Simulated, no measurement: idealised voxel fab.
Title: Process Module voxel wiring stack
Shown is cross-section cut, with a width of 210 nm and square cells of size 5 nm.
The cross-sections in this document take the form of a grid made of square cells. They are written out as bands, in order from top to bottom. Each band consists of one or more rows of cells.
It is stipulated that each band's entry specify, in nanometres, the height of the top of the band and then that of its bottom, followed by the materials of the band in left-to-right sequence, each together with its width in nanometres. A single material marked by the word "throughout" is understood to fill the band from edge to edge; the word "air" is understood to denote empty space.
Height datum 0, below which the as-received substrate wafer is one material. Lowest band open at the bottom, running downward: "from 0 down".
Per-row width for "30 to 40": begins at first number (top row of band), ends at second number (bottom row), increment between rows held constant.
Take "all unchanged" at face value: in the step it is given for, the cross-section changed in none of its cells.
"Voids, enclosed": empty spaces of 8 cells or more with no open way to the top, each given as width x height at distance, distance from the left edge, all in nm.
Text after the settings on a step's line: the simulator's own remark on that step.
Regarding "overlay nm": on a step with a mask, it is the distance the mask lay to the right of its planned place; a negative value places it to the left.
**Process steps - plan**
1,RECEIVE [material Si]
2,CONFORMAL_DEP [material SiO2] [thk nm 10]
3,DIRECTIONAL_DEP [material TiN] [thk nm 5]
4,DIRECTIONAL_DEP [material W] [thk nm 25]
5,PATTERN [tone cover] [mask id METAL_1] [material resist] [width nm 30] [pitch nm 55] [thk nm 15] [overlay nm 0]
6,DIRECTIONAL_ETCH [etch materials W] [depth nm 25]
7,DIRECTIONAL_ETCH [etch materials TiN] [depth nm 5]
8,STRIP [etch materials resist]
9,FILL_DEP [material lowk] [thk nm 5]
10,CMP [height nm 40]
11,CONFORMAL_DEP [material SiCN] [thk nm 5]
12,DIRECTIONAL_DEP [material lowk] [thk nm 10]
13,DIRECTIONAL_DEP [material aC] [thk nm 15]
14,PATTERN [tone open] [mask id PLUG_1] [material resist] [width nm 15] [pitch nm 55] [thk nm 30] [overlay nm 0]
15,DIRECTIONAL_ETCH [etch materials aC] [depth nm 15]
16,STRIP [etch materials resist]
17,DIRECTIONAL_ETCH [etch materials lowk] [depth nm 10]
18,DIRECTIONAL_ETCH [etch materials SiCN] [depth nm 5]
19,STRIP [etch materials aC]
20,EPI [material Ru] [thk nm 10]
21,EPI [material Ru] [thk nm 5]
22,CONFORMAL_DEP [material SiCN] [thk nm 5]
23,DIRECTIONAL_DEP [material SiO2] [thk nm 25]
24,DIRECTIONAL_DEP [material aC] [thk nm 10]
25,PATTERN [tone open] [mask id METAL_2] [material resist] [width nm 30] [pitch nm 55] [thk nm 25] [overlay nm 0]
26,DIRECTIONAL_ETCH [etch materials aC] [depth nm 10]
27,STRIP [etch materials resist]
28,DIRECTIONAL_ETCH [etch materials SiO2] [depth nm 25]
29,DIRECTIONAL_ETCH [etch materials SiCN] [depth nm 5]
30,STRIP [etch materials aC]
31,CONFORMAL_DEP [material TiN] [thk nm 5]
32,FILL_DEP [material W] [thk nm 5]
33,CMP [height nm 85]
34,CONFORMAL_DEP [material SiN] [thk nm 5]
**Cross-section of the wafer at receipt, which is the condition after step 1**
    from 0 down: Si throughout
    Voids, enclosed: none
**Post-module cross-section of the first of two wafers (run per plan)**
    from 90 to 85: SiN throughout
    from 85 to 60: SiO2: 35; TiN: 5; W: 20; TiN: 5; SiO2: 25; TiN: 5; W: 20; TiN: 5; SiO2: 25; TiN: 5; W: 20; TiN: 5; SiO2: 35
    from 60 to 55: SiCN: 35; TiN: 30; SiCN: 25; TiN: 30; SiCN: 25; TiN: 30; SiCN: 35
    from 55 to 45: lowk: 35; Ru: 15; lowk: 40; Ru: 15; lowk: 40; Ru: 15; lowk: 50
    from 45 to 40: SiCN: 35; Ru: 15; SiCN: 40; Ru: 15; SiCN: 40; Ru: 15; SiCN: 50
    from 40 to 15: lowk: 35; W: 30; lowk: 25; W: 30; lowk: 25; W: 30; lowk: 35
    from 15 to 10: lowk: 35; TiN: 30; lowk: 25; TiN: 30; lowk: 25; TiN: 30; lowk: 35
    from 10 to 0: SiO2 throughout
    from 0 down: Si throughout
    Voids, enclosed: none
**So this is wafer number two of the two, cut at the end of the module - it started where the first did and had the same plan, we just got one thing wrong running it**
    from 90 to 85: SiN throughout
    from 85 to 60: SiO2: 35; aC: 5; W: 20; aC: 5; SiO2: 25; aC: 5; W: 20; aC: 5; SiO2: 25; aC: 5; W: 20; aC: 5; SiO2: 35
    from 60 to 55: SiCN: 35; aC: 30; SiCN: 25; aC: 30; SiCN: 25; aC: 30; SiCN: 35
    from 55 to 45: lowk: 35; Ru: 15; lowk: 40; Ru: 15; lowk: 40; Ru: 15; lowk: 50
    from 45 to 40: SiCN: 35; Ru: 15; SiCN: 40; Ru: 15; SiCN: 40; Ru: 15; SiCN: 50
    from 40 to 15: lowk: 35; W: 30; lowk: 25; W: 30; lowk: 25; W: 30; lowk: 35
    from 15 to 10: lowk: 35; TiN: 30; lowk: 25; TiN: 30; lowk: 25; TiN: 30; lowk: 35
    from 10 to 0: SiO2 throughout
    from 0 down: Si throughout
    Voids, enclosed: none
what went wrong: step 31 went in with a setting other than planned; the actual run was CONFORMAL_DEP [material aC] [thk nm 5]
Bottom line after processing is that, in cells, the second wafer is up or down on some materials versus the first: -48 TiN, +48 aC
